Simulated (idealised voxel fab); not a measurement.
process module | voxel trench capacitor
cross-section cut | 160 nm wide | cells 5 nm
A cross-section is a grid of square cells, given in bands from the top down. A band is one or more rows of cells.
Each band's line starts with the height of the band's top and of its bottom, in nm. Then come its materials from left to right, each with its width in nm. One material with "throughout" fills the band from edge to edge. "air" is empty space.
Height 0 is the level under which the wafer as received is all one material. The lowest band goes on downwards, as in "0 down".
A width such as "30 to 40" changes by the same amount from each row of cells to the next, from the band's top row to its bottom row.
"no change" after a step means that no cell of the cross-section changed.
closed voids: empty space of 8 cells or more with no open way to the top, each as width x height at its distance from the left edge, in nm
after a step's settings: what the simulator itself notes on the step
overlay nm, on a step with a mask: how far to the right of its planned place the mask lay; to the left if negative
plan
1 op RECEIVE | material Si
2 op CONFORMAL_DEP | material SiN | thk nm 5
3 op PATTERN | tone open | mask id TRENCH | material resist | width nm 25 | pitch nm 40 | thk nm 15 | overlay nm 0
4 op DIRECTIONAL_ETCH | etch materials SiN | depth nm 5
5 op DIRECTIONAL_ETCH | etch materials Si | depth nm 25
6 op STRIP | etch materials resist
7 op CONFORMAL_DEP | material Al2O3 | thk nm 5
8 op CONFORMAL_DEP | material TiN | thk nm 5
9 op FILL_DEP | material W | thk nm 5
10 op CMP | height nm 5
first wafer, as planned
as received, after step 1
  0 down: Si throughout
  closed voids: none
after step 2
  5 to 0: SiN throughout
  below 0: unchanged
after step 3
  20 to 5: resist 45 | air 25 | resist 15 | air 25 | resist 50
  below 5: unchanged
after step 4
  20 to 5: resist 45 | air 25 | resist 15 | air 25 | resist 50
  5 to 0: SiN 45 | air 25 | SiN 15 | air 25 | SiN 50
  below 0: unchanged
after step 5
  20 to 5: resist 45 | air 25 | resist 15 | air 25 | resist 50
  5 to 0: SiN 45 | air 25 | SiN 15 | air 25 | SiN 50
  0 to -25: Si 45 | air 25 | Si 15 | air 25 | Si 50
  below -25: unchanged
after step 6
  5 to 0: SiN 45 | air 25 | SiN 15 | air 25 | SiN 50
  below 0: unchanged
after step 7
  10 to 5: Al2O3 50 | air 15 | Al2O3 25 | air 15 | Al2O3 55
  5 to 0: SiN 45 | Al2O3 5 | air 15 | Al2O3 5 | SiN 15 | Al2O3 5 | air 15 | Al2O3 5 | SiN 50
  0 to -20: Si 45 | Al2O3 5 | air 15 | Al2O3 5 | Si 15 | Al2O3 5 | air 15 | Al2O3 5 | Si 50
  -20 to -25: Si 45 | Al2O3 25 | Si 15 | Al2O3 25 | Si 50
  below -25: unchanged
after step 8
  15 to 10: TiN 55 | air 5 | TiN 35 | air 5 | TiN 60
  10 to 5: Al2O3 50 | TiN 5 | air 5 | TiN 5 | Al2O3 25 | TiN 5 | air 5 | TiN 5 | Al2O3 55
  5 to 0: SiN 45 | Al2O3 5 | TiN 5 | air 5 | TiN 5 | Al2O3 5 | SiN 15 | Al2O3 5 | TiN 5 | air 5 | TiN 5 | Al2O3 5 | SiN 50
  0 to -15: Si 45 | Al2O3 5 | TiN 5 | air 5 | TiN 5 | Al2O3 5 | Si 15 | Al2O3 5 | TiN 5 | air 5 | TiN 5 | Al2O3 5 | Si 50
  -15 to -20: Si 45 | Al2O3 5 | TiN 15 | Al2O3 5 | Si 15 | Al2O3 5 | TiN 15 | Al2O3 5 | Si 50
  below -20: unchanged
after step 9
  20 to 15: W throughout
  15 to 10: TiN 55 | W 5 | TiN 35 | W 5 | TiN 60
  10 to 5: Al2O3 50 | TiN 5 | W 5 | TiN 5 | Al2O3 25 | TiN 5 | W 5 | TiN 5 | Al2O3 55
  5 to 0: SiN 45 | Al2O3 5 | TiN 5 | W 5 | TiN 5 | Al2O3 5 | SiN 15 | Al2O3 5 | TiN 5 | W 5 | TiN 5 | Al2O3 5 | SiN 50
  0 to -15: Si 45 | Al2O3 5 | TiN 5 | W 5 | TiN 5 | Al2O3 5 | Si 15 | Al2O3 5 | TiN 5 | W 5 | TiN 5 | Al2O3 5 | Si 50
  below -15: unchanged
after step 10
  5 to 0: SiN 45 | Al2O3 5 | TiN 5 | W 5 | TiN 5 | Al2O3 5 | SiN 15 | Al2O3 5 | TiN 5 | W 5 | TiN 5 | Al2O3 5 | SiN 50
  below 0: unchanged
second wafer: like start, like plan, one mistake. Through step 8 it matches the first wafer
when step 9 should have ended
  20 to 15: SiN throughout
  15 to 10: TiN 55 | SiN 5 | TiN 35 | SiN 5 | TiN 60
  10 to 5: Al2O3 50 | TiN 5 | SiN 5 | TiN 5 | Al2O3 25 | TiN 5 | SiN 5 | TiN 5 | Al2O3 55
  5 to 0: SiN 45 | Al2O3 5 | TiN 5 | SiN 5 | TiN 5 | Al2O3 5 | SiN 15 | Al2O3 5 | TiN 5 | SiN 5 | TiN 5 | Al2O3 5 | SiN 50
  0 to -15: Si 45 | Al2O3 5 | TiN 5 | SiN 5 | TiN 5 | Al2O3 5 | Si 15 | Al2O3 5 | TiN 5 | SiN 5 | TiN 5 | Al2O3 5 | Si 50
  below -15: unchanged
when step 10 should have ended
  5 to 0: SiN 45 | Al2O3 5 | TiN 5 | SiN 5 | TiN 5 | Al2O3 5 | SiN 15 | Al2O3 5 | TiN 5 | SiN 5 | TiN 5 | Al2O3 5 | SiN 50
  below 0: unchanged
what went wrong: step 9 ran as: op FILL_DEP | material SiN | thk nm 5
at the end the second wafer has, in cells: 8 more of SiN | 8 fewer of W
